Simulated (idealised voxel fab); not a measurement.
Presented below is a process module, voxel transistor to metal.
cross-section cut | 175 nm wide | cells 5 nm
Each cross-section below is a grid of square cells, stated as bands in top-down order, with one or more rows of cells making up each band. Read a band's entry like this: the first values are the height of its top and the height of its bottom in nm, and what follows is the sequence of materials from left to right, each with its width in nm. Note that "empty" is empty space, and that a single material marked "edge to edge" reaches across the band from edge to edge. Heads up on the height convention: 0 is the point under which the incoming wafer is all one material, and the lowest band has no bottom, it just keeps going down, like "0 nm and below". A width such as "30 to 40" changes by the same amount from each row of cells to the next, from the band's top row to its bottom row. Step note "no change occurred" = no cross-section cell changed. The label "Internal closed voids" introduces a list of the empty spaces, 8 cells or larger, that have no open way up to the top; each entry in it reads width x height at distance, where the distance is taken from the left edge and all three are stated in nm. Past the settings on a step's line: simulator remark, on that step. The line of a step may include "overlay nm". On a step with a mask, this value is how far to the right of its planned place the mask lay. A negative value means the mask lay to the left.
Planned step list for the process:
1: RECEIVE (material Si)
2: OXIDIZE (depth nm 5)
3: CONFORMAL_DEP (material SiN; thk nm 15)
4: MASKED_ETCH (tone cover; mask id ACTIVE; width nm 125; etch materials SiN; depth nm 15; overlay nm 0)
5: MASKED_ETCH (tone cover; mask id ACTIVE; width nm 125; etch materials SiO2; depth nm 5; overlay nm 0)
6: MASKED_ETCH (tone cover; mask id ACTIVE; width nm 125; etch materials Si; depth nm 20; overlay nm 0)
7: OXIDIZE (depth nm 5)
8: FILL_DEP (material SiO2; thk nm 5)
9: CMP (height nm 15)
10: SELECTIVE_ETCH (etch materials SiO2; depth nm 10)
11: STRIP (etch materials SiN)
12: SELECTIVE_ETCH (etch materials SiO2; depth nm 5)
13: OXIDIZE (depth nm 5)
14: DIRECTIONAL_DEP (material polySi; thk nm 30)
15: DIRECTIONAL_DEP (material SiCN; thk nm 15)
16: MASKED_ETCH (tone cover; mask id GATE; width nm 25; etch materials SiCN; depth nm 25; overlay nm 0)
17: MASKED_ETCH (tone cover; mask id GATE; width nm 25; etch materials polySi; depth nm 40; overlay nm 0)
18: CONFORMAL_DEP (material SiN; thk nm 5)
19: DIRECTIONAL_ETCH (etch materials SiN; depth nm 5)
20: DIRECTIONAL_ETCH (etch materials SiO2; depth nm 5)
21: DIRECTIONAL_ETCH (etch materials Si; depth nm 10)
22: EPI (material nSi; thk nm 15)
23: FILL_DEP (material SiO2; thk nm 5)
24: CMP (height nm 25)
25: STRIP (etch materials polySi)
26: SELECTIVE_ETCH (etch materials SiO2; depth nm 5)
27: CONFORMAL_DEP (material HfO2; thk nm 5)
28: CONFORMAL_DEP (material TiN; thk nm 5)
29: FILL_DEP (material W; thk nm 5)
30: CMP (height nm 20)
31: DIRECTIONAL_DEP (material SiO2; thk nm 15)
32: DIRECTIONAL_DEP (material aC; thk nm 10)
33: PATTERN (tone open; mask id CONTACT; material resist; width nm 20; pitch nm 85; thk nm 30; overlay nm 0)
34: DIRECTIONAL_ETCH (etch materials aC; depth nm 10)
35: STRIP (etch materials resist)
36: DIRECTIONAL_ETCH (etch materials SiO2; depth nm 40)
37: STRIP (etch materials aC)
38: CONFORMAL_DEP (material TiN; thk nm 5)
39: FILL_DEP (material W; thk nm 5)
40: CMP (height nm 35)
41: DIRECTIONAL_DEP (material TiN; thk nm 5)
42: DIRECTIONAL_DEP (material Ru; thk nm 15)
43: MASKED_ETCH (tone cover; mask id METAL_1; width nm 20; pitch nm 85; etch materials Ru; depth nm 15; overlay nm 0)
44: MASKED_ETCH (tone cover; mask id METAL_1; width nm 20; pitch nm 85; etch materials TiN; depth nm 5; overlay nm 0)
45: FILL_DEP (material SiO2; thk nm 10)
46: CMP (height nm 55)
47: CONFORMAL_DEP (material SiCN; thk nm 5)
48: DIRECTIONAL_DEP (material SiO2; thk nm 25)
49: MASKED_ETCH (tone open; mask id METAL_2_HOLES; width nm 15; pitch nm 85; etch materials SiO2; depth nm 25; overlay nm 0)
50: DIRECTIONAL_DEP (material aC; thk nm 15)
51: PATTERN (tone open; mask id METAL_2; material resist; width nm 20; pitch nm 85; thk nm 35; overlay nm 0)
52: DIRECTIONAL_ETCH (etch materials aC; depth nm 15)
53: STRIP (etch materials resist)
54: DIRECTIONAL_ETCH (etch materials SiO2; depth nm 15)
55: DIRECTIONAL_ETCH (etch materials SiCN; depth nm 5)
56: STRIP (etch materials aC)
57: CONFORMAL_DEP (material TiN; thk nm 5)
58: FILL_DEP (material Ru; thk nm 5)
59: CMP (height nm 85)
60: CONFORMAL_DEP (material SiCN; thk nm 5)
Cross-section, incoming material, after step 1:
    0 nm and below | Si edge to edge
    Internal closed voids: none
What the wafer looks like in cross-section after this module, when it starts as shown above and follows the plan above but one mistake is made in running it:
    90 nm to 85 nm | SiCN edge to edge
    85 nm to 75 nm | SiO2=35, TiN=5, Ru=10, TiN=5, SiO2=65, TiN=5, Ru=10, TiN=5, SiO2=35
    75 nm to 70 nm | SiO2=35, TiN=5, Ru=5, TiN=10, SiO2=65, TiN=5, Ru=5, TiN=10, SiO2=35
    70 nm to 60 nm | SiO2=35, TiN=5, Ru=5, TiN=5, SiO2=70, TiN=5, Ru=5, TiN=5, SiO2=40
    60 nm to 55 nm | SiCN=35, TiN=15, SiCN=70, TiN=15, SiCN=40
    55 nm to 40 nm | SiO2=35, Ru=20, SiO2=65, Ru=20, SiO2=35
    40 nm to 35 nm | SiO2=35, TiN=20, SiO2=65, TiN=20, SiO2=35
    35 nm to 25 nm | W=30, TiN=5, SiO2=20, TiN=5, W=55, TiN=5, SiO2=20, TiN=5, W=30
    25 nm to 20 nm | W=30, TiN=5, SiO2=20, TiN=5, W=5, TiN=45, W=5, TiN=5, SiO2=20, TiN=5, W=30
    20 nm to 10 nm | W=30, TiN=5, SiO2=20, TiN=5, W=5, TiN=5, SiN=5, HfO2=5, TiN=5, W=5, TiN=5, HfO2=5, SiN=5, TiN=5, W=5, TiN=5, SiO2=20, TiN=5, W=30
    10 nm to 5 nm | W=30, TiN=5, SiO2=20, TiN=15, SiN=5, HfO2=5, TiN=5, W=5, TiN=5, HfO2=5, SiN=5, TiN=15, SiO2=20, TiN=5, W=30
    5 nm to 0 nm | W=15, TiN=20, SiO2=20, nSi=15, SiN=5, HfO2=5, TiN=5, W=5, TiN=5, HfO2=5, SiN=5, nSi=15, SiO2=20, TiN=20, W=15
    0 nm to -5 nm | TiN=20, SiN=5, TiN=10, SiO2=20, nSi=15, SiN=5, HfO2=5, TiN=15, HfO2=5, SiN=5, nSi=15, SiO2=20, TiN=10, SiN=5, TiN=20
    -5 nm to -10 nm | SiO2=25, nSi=45, HfO2=35, nSi=45, SiO2=25
    -10 nm to -20 nm | SiO2=30, nSi=40, Si=35, nSi=40, SiO2=30
    -20 nm to -30 nm | SiO2=30, Si=115, SiO2=30
    -30 nm and below | Si edge to edge
    Internal closed voids: none
Deviation from plan: step 33, actual vs plan mismatch, actual run PATTERN (tone cover; mask id CONTACT; material resist; width nm 20; pitch nm 85; thk nm 30; overlay nm 0)
